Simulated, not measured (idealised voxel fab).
The process module presented herein is designated voxel self aligned vias.
We display cut, a cross-section 220 nm in width whose square cells are each 5 nm.
A cross-section in this document is a grid of square cells, and it is written down as bands, the top band listed before the ones below it; a band is made up of one or more rows of cells. Band: top and bottom heights (nm) first, top before bottom; then materials from left to right, widths in nm. "full width" marks a sole material filling the band edge to edge. "blank" denotes empty space. Heights are measured from 0, the level below which the as-received wafer is all one material; the lowest band has no bottom and continues downward, written as in "0 -> down". The notation "30->40" denotes a width that varies across the rows of cells in the band, beginning at the first number in the top row, finishing at the second number in the bottom row, and changing by an identical amount from each row to the next. "no modifications" for a step: no cell of the cross-section changed in that step. Basically, "Closed internal voids" tells you about the enclosed voids: empty spaces with no open way to the top, 8 cells or bigger, each written width x height at distance, where distance is from the left edge, all in nm. after a step's settings: what the simulator itself notes on the step. For masked steps, "overlay nm" on the step line gives how far right of plan the mask actually lay; a minus sign means it lay to the left.

**Planned process steps**
- 1: RECEIVE [material Si]
- 2: CONFORMAL_DEP [material SiO2] [thk nm 10]
- 3: CONFORMAL_DEP [material SiCN] [thk nm 5]
- 4: DIRECTIONAL_DEP [material lowk] [thk nm 25]
- 5: PATTERN [tone open] [mask id LINES] [material resist] [width nm 20] [pitch nm 65] [thk nm 15] [overlay nm 0]
- 6: DIRECTIONAL_ETCH [etch materials lowk] [depth nm 25]
- 7: STRIP [etch materials resist]
- 8: CONFORMAL_DEP [material TiN] [thk nm 5]
- 9: FILL_DEP [material Ru] [thk nm 10]
- 10: CMP [height nm 40]
- 11: SELECTIVE_ETCH [etch materials W Ru TiN] [depth nm 10]
- 12: FILL_DEP [material SiN] [thk nm 10]
- 13: CMP [height nm 40]
- 14: DIRECTIONAL_DEP [material lowk] [thk nm 20]
- 15: DIRECTIONAL_DEP [material aC] [thk nm 10]
- 16: PATTERN [tone open] [mask id VIAS] [material resist] [width nm 40] [thk nm 25] [overlay nm 0]
- 17: DIRECTIONAL_ETCH [etch materials aC] [depth nm 10]
- 18: STRIP [etch materials resist]
- 19: DIRECTIONAL_ETCH [etch materials lowk] [depth nm 20]
- 20: DIRECTIONAL_ETCH [etch materials SiN] [depth nm 10]
- 21: STRIP [etch materials aC]
- 22: CONFORMAL_DEP [material TiN] [thk nm 5]
- 23: FILL_DEP [material W] [thk nm 5]
- 24: CMP [height nm 60]
- 25: CONFORMAL_DEP [material SiCN] [thk nm 5]

**Cross-section, incoming material, after step 1**
> 0 -> down  Si full width
> Closed internal voids: none

**What the wafer looks like in cross-section after this module, when it starts as shown above and follows the plan above but one mistake is made in running it**
> 65 -> 60  SiCN full width
> 60 -> 45  lowk=55, TiN=5, W=30, TiN=5, lowk=125
> 45 -> 40  lowk=55, TiN=40, lowk=125
> 40 -> 30  SiN=55, TiN=10, lowk=20, TiN=10, SiN=35, lowk=20, SiN=70
> 30 -> 20  Ru=60, TiN=5, lowk=20, TiN=5, Ru=35, TiN=5, lowk=20, TiN=5, Ru=65
> 20 -> 15  TiN=65, lowk=20, TiN=45, lowk=20, TiN=70
> 15 -> 10  SiCN full width
> 10 -> 0  SiO2 full width
> 0 -> down  Si full width
> Closed internal voids: none
Misprocessing identified: not per plan at step 5, really ran PATTERN [tone cover] [mask id LINES] [material resist] [width nm 20] [pitch nm 65] [thk nm 15] [overlay nm 0]
